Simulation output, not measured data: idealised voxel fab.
process module | voxel self aligned contacts
cross-section cut | 230 nm wide | cells 5 nm
A cross-section is a grid of square cells, given in bands from the top down. A band is one or more rows of cells.
Each band's line starts with the height of the band's top and of its bottom, in nm. Then come its materials from left to right, each with its width in nm. One material with "throughout" fills the band from edge to edge. "air" is empty space.
Height 0 is the level under which the wafer as received is all one material. The lowest band goes on downwards, as in "0 down".
A width such as "30 to 40" changes by the same amount from each row of cells to the next, from the band's top row to its bottom row.
"no change" after a step means that no cell of the cross-section changed.
closed voids: empty space of 8 cells or more with no open way to the top, each as width x height at its distance from the left edge, in nm
after a step's settings: what the simulator itself notes on the step
overlay nm, on a step with a mask: how far to the right of its planned place the mask lay; to the left if negative
plan
1 op RECEIVE | material Si
2 op CONFORMAL_DEP | material SiO2 | thk nm 5
3 op DIRECTIONAL_DEP | material polySi | thk nm 25
4 op DIRECTIONAL_DEP | material SiN | thk nm 20
5 op DIRECTIONAL_DEP | material aC | thk nm 15
6 op PATTERN | tone cover | mask id GATE | material resist | width nm 30 | pitch nm 55 | thk nm 30 | overlay nm 0
7 op DIRECTIONAL_ETCH | etch materials aC | depth nm 15
8 op STRIP | etch materials resist
9 op DIRECTIONAL_ETCH | etch materials SiN | depth nm 20
10 op DIRECTIONAL_ETCH | etch materials polySi | depth nm 25
11 op STRIP | etch materials aC
12 op CONFORMAL_DEP | material SiN | thk nm 5
13 op DIRECTIONAL_ETCH | etch materials SiN | depth nm 5
14 op FILL_DEP | material SiO2 | thk nm 15
15 op CMP | height nm 60
16 op DIRECTIONAL_DEP | material aC | thk nm 15
17 op PATTERN | tone open | mask id CONTACT | material resist | width nm 35 | thk nm 35 | overlay nm 0
18 op DIRECTIONAL_ETCH | etch materials aC | depth nm 15
19 op STRIP | etch materials resist
20 op DIRECTIONAL_ETCH | etch materials SiO2 | depth nm 60
21 op STRIP | etch materials aC
22 op CONFORMAL_DEP | material TiN | thk nm 5
23 op FILL_DEP | material W | thk nm 5
24 op CMP | height nm 60
25 op CONFORMAL_DEP | material SiN | thk nm 5
first wafer, as planned
as received, after step 1
  0 down: Si throughout
  closed voids: none
after step 2
  5 to 0: SiO2 throughout
  below 0: unchanged
after step 3
  30 to 5: polySi throughout
  below 5: unchanged
after step 4
  50 to 30: SiN throughout
  below 30: unchanged
after step 5
  65 to 50: aC throughout
  below 50: unchanged
after step 6
  95 to 65: air 70 | resist 30 | air 25 | resist 30 | air 75
  below 65: unchanged
after step 7
  80 to 65: air 70 | resist 30 | air 25 | resist 30 | air 75
  65 to 50: air 70 | aC 30 | air 25 | aC 30 | air 75
  below 50: unchanged
after step 8
  65 to 50: air 70 | aC 30 | air 25 | aC 30 | air 75
  below 50: unchanged
after step 9
  65 to 50: air 70 | aC 30 | air 25 | aC 30 | air 75
  50 to 30: air 70 | SiN 30 | air 25 | SiN 30 | air 75
  below 30: unchanged
after step 10
  65 to 50: air 70 | aC 30 | air 25 | aC 30 | air 75
  50 to 30: air 70 | SiN 30 | air 25 | SiN 30 | air 75
  30 to 5: air 70 | polySi 30 | air 25 | polySi 30 | air 75
  below 5: unchanged
after step 11
  50 to 30: air 70 | SiN 30 | air 25 | SiN 30 | air 75
  below 30: unchanged
after step 12
  55 to 30: air 65 | SiN 40 | air 15 | SiN 40 | air 70
  30 to 10: air 65 | SiN 5 | polySi 30 | SiN 5 | air 15 | SiN 5 | polySi 30 | SiN 5 | air 70
  10 to 5: SiN 70 | polySi 30 | SiN 25 | polySi 30 | SiN 75
  below 5: unchanged
after step 13
  50 to 30: air 65 | SiN 40 | air 15 | SiN 40 | air 70
  30 to 5: air 65 | SiN 5 | polySi 30 | SiN 5 | air 15 | SiN 5 | polySi 30 | SiN 5 | air 70
  below 5: unchanged
after step 14
  65 to 50: SiO2 throughout
  50 to 30: SiO2 65 | SiN 40 | SiO2 15 | SiN 40 | SiO2 70
  30 to 5: SiO2 65 | SiN 5 | polySi 30 | SiN 5 | SiO2 15 | SiN 5 | polySi 30 | SiN 5 | SiO2 70
  below 5: unchanged
after step 15
  60 to 50: SiO2 throughout
  below 50: unchanged
after step 16
  75 to 60: aC throughout
  below 60: unchanged
after step 17
  110 to 75: resist 95 | air 35 | resist 100
  below 75: unchanged
after step 18
  95 to 75: resist 95 | air 35 | resist 100
  75 to 60: aC 95 | air 35 | aC 100
  below 60: unchanged
after step 19
  75 to 60: aC 95 | air 35 | aC 100
  below 60: unchanged
after step 20
  75 to 60: aC 95 | air 35 | aC 100
  60 to 50: SiO2 95 | air 35 | SiO2 100
  50 to 30: SiO2 65 | SiN 40 | air 15 | SiN 40 | SiO2 70
  30 to 5: SiO2 65 | SiN 5 | polySi 30 | SiN 5 | air 15 | SiN 5 | polySi 30 | SiN 5 | SiO2 70
  5 to 0: SiO2 105 | air 15 | SiO2 110
  below 0: unchanged
after step 21
  60 to 50: SiO2 95 | air 35 | SiO2 100
  below 50: unchanged
after step 22
  65 to 60: TiN 100 | air 25 | TiN 105
  60 to 50: SiO2 95 | TiN 5 to 15 | air 25 to 5 | TiN 5 to 15 | SiO2 100
  50 to 30: SiO2 65 | SiN 40 | TiN 5 | air 5 | TiN 5 | SiN 40 | SiO2 70
  30 to 5: SiO2 65 | SiN 5 | polySi 30 | SiN 5 | TiN 5 | air 5 | TiN 5 | SiN 5 | polySi 30 | SiN 5 | SiO2 70
  5 to 0: SiO2 105 | TiN 15 | SiO2 110
  below 0: unchanged
after step 23
  70 to 65: W throughout
  65 to 60: TiN 100 | W 25 | TiN 105
  60 to 50: SiO2 95 | TiN 5 to 15 | W 25 to 5 | TiN 5 to 15 | SiO2 100
  50 to 30: SiO2 65 | SiN 40 | TiN 5 | W 5 | TiN 5 | SiN 40 | SiO2 70
  30 to 5: SiO2 65 | SiN 5 | polySi 30 | SiN 5 | TiN 5 | W 5 | TiN 5 | SiN 5 | polySi 30 | SiN 5 | SiO2 70
  below 5: unchanged
after step 24
  60 to 50: SiO2 95 | TiN 5 to 15 | W 25 to 5 | TiN 5 to 15 | SiO2 100
  below 50: unchanged
after step 25
  65 to 60: SiN throughout
  below 60: unchanged
second wafer: like start, like plan, one mistake. Through step 11 it matches the first wafer
when step 12 should have ended: no change
when step 13 should have ended
  45 to 30: air 70 | SiN 30 | air 25 | SiN 30 | air 75
  below 30: unchanged
when step 14 should have ended
  60 to 45: SiO2 throughout
  45 to 30: SiO2 70 | SiN 30 | SiO2 25 | SiN 30 | SiO2 75
  30 to 5: SiO2 70 | polySi 30 | SiO2 25 | polySi 30 | SiO2 75
  below 5: unchanged
when step 15 should have ended: no change
when step 16 should have ended
  75 to 60: aC throughout
  below 60: unchanged
when step 17 should have ended
  110 to 75: resist 95 | air 35 | resist 100
  below 75: unchanged
when step 18 should have ended
  95 to 75: resist 95 | air 35 | resist 100
  75 to 60: aC 95 | air 35 | aC 100
  below 60: unchanged
when step 19 should have ended
  75 to 60: aC 95 | air 35 | aC 100
  below 60: unchanged
when step 20 should have ended
  75 to 60: aC 95 | air 35 | aC 100
  60 to 45: SiO2 95 | air 35 | SiO2 100
  45 to 30: SiO2 70 | SiN 30 | air 25 | SiN 30 | SiO2 75
  30 to 5: SiO2 70 | polySi 30 | air 25 | polySi 30 | SiO2 75
  5 to 0: SiO2 100 | air 25 | SiO2 105
  below 0: unchanged
when step 21 should have ended
  60 to 45: SiO2 95 | air 35 | SiO2 100
  below 45: unchanged
when step 22 should have ended
  65 to 60: TiN 100 | air 25 | TiN 105
  60 to 50: SiO2 95 | TiN 5 | air 25 | TiN 5 | SiO2 100
  50 to 45: SiO2 95 | TiN 10 | air 15 | TiN 10 | SiO2 100
  45 to 30: SiO2 70 | SiN 30 | TiN 5 | air 15 | TiN 5 | SiN 30 | SiO2 75
  30 to 5: SiO2 70 | polySi 30 | TiN 5 | air 15 | TiN 5 | polySi 30 | SiO2 75
  5 to 0: SiO2 100 | TiN 25 | SiO2 105
  below 0: unchanged
when step 23 should have ended
  70 to 65: W throughout
  65 to 60: TiN 100 | W 25 | TiN 105
  60 to 50: SiO2 95 | TiN 5 | W 25 | TiN 5 | SiO2 100
  50 to 45: SiO2 95 | TiN 10 | W 15 | TiN 10 | SiO2 100
  45 to 30: SiO2 70 | SiN 30 | TiN 5 | W 15 | TiN 5 | SiN 30 | SiO2 75
  30 to 5: SiO2 70 | polySi 30 | TiN 5 | W 15 | TiN 5 | polySi 30 | SiO2 75
  below 5: unchanged
when step 24 should have ended
  60 to 50: SiO2 95 | TiN 5 | W 25 | TiN 5 | SiO2 100
  below 50: unchanged
when step 25 should have ended
  65 to 60: SiN throughout
  below 60: unchanged
what went wrong: step 12 was left out
at the end the second wafer has, in cells: 48 fewer of SiN | 26 more of SiO2 | 22 more of W
